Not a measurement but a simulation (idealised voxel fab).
Process module name: voxel trench capacitor
The cross-section shown here is cut; it is 300 nm wide and divided into square cells measuring 5 nm on a side.
A cross-section in this document is a grid of square cells, and it is written down as bands, the top band listed before the ones below it; a band is made up of one or more rows of cells. A band entry consists of two parts. The first gives the height of the band's top and the height of its bottom, in nm. The rest lists the band's materials from left to right, each with its width in nm. A single material labelled with the word "edge to edge" fills the band from edge to edge, and the word "air" marks empty space. All heights in this document are referenced to 0, defined as the level beneath which the wafer, as received, consists entirely of one material. The lowest band is not bounded below; it extends indefinitely downward and is written in the form "0 nm and below". The expression "30 to 40" gives the width at the extremes of the band, the first number at its top row of cells and the second at its bottom row, with the width changing by equal amounts from each row to the next in between. Step marked "no modifications"? Then no cell in the cross-section changed in it. Under "Unvented cavities" you'll find the enclosed gaps, the ones with no way out to the top, that are 8 cells or bigger; each reads width x height at distance, with distance counted from the left edge, everything in nm. What comes after the settings on a step's line is commentary from the simulator itself on that step. For masked steps, "overlay nm" on the step line gives how far right of plan the mask actually lay; a minus sign means it lay to the left.

Process steps - plan:
1) op RECEIVE | material Si
2) op CONFORMAL_DEP | material SiN | thk nm 5
3) op MASKED_ETCH | tone open | mask id TRENCH | width nm 30 | pitch nm 55 | etch materials SiN | depth nm 10 | overlay nm 0
4) op MASKED_ETCH | tone open | mask id TRENCH | width nm 30 | pitch nm 55 | etch materials Si | depth nm 30 | overlay nm 0
5) op CONFORMAL_DEP | material HfO2 | thk nm 5
6) op CONFORMAL_DEP | material TiN | thk nm 5
7) op FILL_DEP | material W | thk nm 10
8) op CMP | height nm 10
The plan's step 2 thk nm is the first wafer's value; the wafers differ in this setting and start identical.

As received, i.e. after step 1: cross-section through the first of several wafers:
- 0 nm and below = Si edge to edge
- Unvented cavities: none

Quick look at the cross-section of the first of several wafers after step 8, which wraps up the module:
- 10 nm to 5 nm = 55 HfO2 / 5 TiN / 10 W / 5 TiN / 35 HfO2 / 5 TiN / 10 W / 5 TiN / 35 HfO2 / 5 TiN / 10 W / 5 TiN / 35 HfO2 / 5 TiN / 10 W / 5 TiN / 60 HfO2
- 5 nm to 0 nm = 50 SiN / 5 HfO2 / 5 TiN / 10 W / 5 TiN / 5 HfO2 / 25 SiN / 5 HfO2 / 5 TiN / 10 W / 5 TiN / 5 HfO2 / 25 SiN / 5 HfO2 / 5 TiN / 10 W / 5 TiN / 5 HfO2 / 25 SiN / 5 HfO2 / 5 TiN / 10 W / 5 TiN / 5 HfO2 / 55 SiN
- 0 nm to -20 nm = 50 Si / 5 HfO2 / 5 TiN / 10 W / 5 TiN / 5 HfO2 / 25 Si / 5 HfO2 / 5 TiN / 10 W / 5 TiN / 5 HfO2 / 25 Si / 5 HfO2 / 5 TiN / 10 W / 5 TiN / 5 HfO2 / 25 Si / 5 HfO2 / 5 TiN / 10 W / 5 TiN / 5 HfO2 / 55 Si
- -20 nm to -25 nm = 50 Si / 5 HfO2 / 20 TiN / 5 HfO2 / 25 Si / 5 HfO2 / 20 TiN / 5 HfO2 / 25 Si / 5 HfO2 / 20 TiN / 5 HfO2 / 25 Si / 5 HfO2 / 20 TiN / 5 HfO2 / 55 Si
- -25 nm to -30 nm = 50 Si / 30 HfO2 / 25 Si / 30 HfO2 / 25 Si / 30 HfO2 / 25 Si / 30 HfO2 / 55 Si
- -30 nm and below = Si edge to edge
- Unvented cavities: none

Final wafer of several, shown in cross-section at the end of the module:
- 10 nm to 0 nm = SiN edge to edge
- 0 nm and below = Si edge to edge
- Unvented cavities: none

Gained (+) or lost (-) cells of each material since receipt, then closed voids: one row per wafer, at the end of the module:
thk nm 5; +116 HfO2; -144 Si; +36 SiN; +64 TiN; +48 W; Unvented cavities: none
thk nm 10; +80 HfO2; -144 Si; +72 SiN; +64 TiN; +48 W; Unvented cavities: none
thk nm 15; +24 HfO2; +96 SiN; Unvented cavities: none
thk nm 20; +120 SiN; Unvented cavities: none
thk nm 25; +120 SiN; Unvented cavities: none
